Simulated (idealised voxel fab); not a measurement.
voxel wiring stack: a process module
Shown is cross-section cut, with a width of 195 nm and square cells of size 5 nm.
Cross-sections here: square-cell grids, written as top-down lists of bands, a band being one or more rows of cells.
Top, bottom (nm), then materials left to right with widths (nm); lone material tagged "throughout" fills the whole band edge to edge; "empty" = empty space.
Note: height 0 marks the level under which the wafer is uniformly one material as received. Lowest band unbounded below, written "0 down".
Top row gets the first number, bottom row gets the second, and each row in between changes by the same step: that is how a band width like "30->40" works.
Key: "same as before" - step with no changed cell in the cross-section.
Entry "Fully sealed voids" = empty spaces >= 8 cells with no open way to the top; each as width x height at distance, distance from left edge, all nm.
On a step's line, text after the settings is the simulator commenting on that step.
overlay nm: on a step with a mask, how far right of its planned place the mask lay; negative means left.

Here's what the planned process steps look like
- 1: RECEIVE | material Si
- 2: CONFORMAL_DEP | material SiO2 | thk nm 10
- 3: CONFORMAL_DEP | material SiCN | thk nm 5
- 4: DIRECTIONAL_DEP | material SiO2 | thk nm 15
- 5: PATTERN | tone open | mask id METAL_1 | material resist | width nm 25 | pitch nm 55 | thk nm 15 | overlay nm 0
- 6: DIRECTIONAL_ETCH | etch materials SiO2 | depth nm 15
- 7: DIRECTIONAL_ETCH | etch materials SiCN | depth nm 5
- 8: STRIP | etch materials resist
- 9: CONFORMAL_DEP | material TiN | thk nm 5
- 10: FILL_DEP | material W | thk nm 5
- 11: CMP | height nm 30
- 12: CONFORMAL_DEP | material SiCN | thk nm 5
- 13: DIRECTIONAL_DEP | material lowk | thk nm 15
- 14: PATTERN | tone open | mask id PLUG_1 | material resist | width nm 15 | pitch nm 55 | thk nm 15 | overlay nm 0
- 15: DIRECTIONAL_ETCH | etch materials lowk | depth nm 15
- 16: DIRECTIONAL_ETCH | etch materials SiCN | depth nm 5
- 17: STRIP | etch materials resist
- 18: CONFORMAL_DEP | material TiN | thk nm 5
- 19: FILL_DEP | material Ru | thk nm 10
- 20: CMP | height nm 50
- 21: DIRECTIONAL_DEP | material TiN | thk nm 5
- 22: DIRECTIONAL_DEP | material W | thk nm 15
- 23: DIRECTIONAL_DEP | material aC | thk nm 10
- 24: PATTERN | tone cover | mask id METAL_2 | material resist | width nm 25 | pitch nm 55 | thk nm 25 | overlay nm 0
- 25: DIRECTIONAL_ETCH | etch materials aC | depth nm 10
- 26: STRIP | etch materials resist
- 27: DIRECTIONAL_ETCH | etch materials W | depth nm 15
- 28: DIRECTIONAL_ETCH | etch materials TiN | depth nm 5
- 29: STRIP | etch materials aC
- 30: CONFORMAL_DEP | material SiN | thk nm 5
- 31: FILL_DEP | material SiO2 | thk nm 5
- 32: CMP | height nm 70
- 33: CONFORMAL_DEP | material SiCN | thk nm 5
- 34: DIRECTIONAL_DEP | material lowk | thk nm 25
- 35: MASKED_ETCH | tone open | mask id METAL_3_HOLES | width nm 15 | etch materials lowk | depth nm 25 | overlay nm 0
- 36: PATTERN | tone open | mask id METAL_3 | material resist | width nm 25 | pitch nm 55 | thk nm 20 | overlay nm 0
- 37: DIRECTIONAL_ETCH | etch materials lowk | depth nm 15
- 38: DIRECTIONAL_ETCH | etch materials SiCN | depth nm 5
- 39: STRIP | etch materials resist
- 40: CONFORMAL_DEP | material TiN | thk nm 5
- 41: FILL_DEP | material Cu | thk nm 10
- 42: CMP | height nm 100
- 43: CONFORMAL_DEP | material SiCN | thk nm 5

Cross-section of the wafer upon arrival, representing the state reached after step 1
	0 down  Si throughout
	Fully sealed voids: none

Cross-sectional result after module completion. Note: starting condition and plan are unchanged from above; one processing mistake was made
	105 to 100  SiCN throughout
	100 to 95  Cu throughout
	95 to 90  TiN: 60, Cu: 15, TiN: 40, Cu: 15, TiN: 65
	90 to 75  lowk: 55, TiN: 5, Cu: 15, TiN: 5, lowk: 30, TiN: 5, Cu: 15, TiN: 5, lowk: 60
	75 to 70  SiCN: 55, TiN: 25, SiCN: 30, TiN: 25, SiCN: 60
	70 to 55  SiO2: 50, SiN: 5, W: 25, SiN: 5, SiO2: 20, SiN: 5, W: 25, SiN: 5, SiO2: 55
	55 to 50  SiN: 55, TiN: 25, SiN: 30, TiN: 25, SiN: 60
	50 to 35  lowk: 55, TiN: 5, Ru: 5, TiN: 5, lowk: 40, TiN: 5, Ru: 5, TiN: 5, lowk: 70
	35 to 30  SiCN: 55, TiN: 15, SiCN: 40, TiN: 15, SiCN: 70
	30 to 15  SiO2: 55, TiN: 5, W: 15, TiN: 5, SiO2: 30, TiN: 5, W: 15, TiN: 5, SiO2: 60
	15 to 10  SiCN: 55, TiN: 25, SiCN: 30, TiN: 25, SiCN: 60
	10 to 0  SiO2 throughout
	0 down  Si throughout
	Fully sealed voids: none
In executing the process, a mistake was made relative to the plan: step 34 deviated from plan and actually ran as DIRECTIONAL_DEP | material lowk | thk nm 15
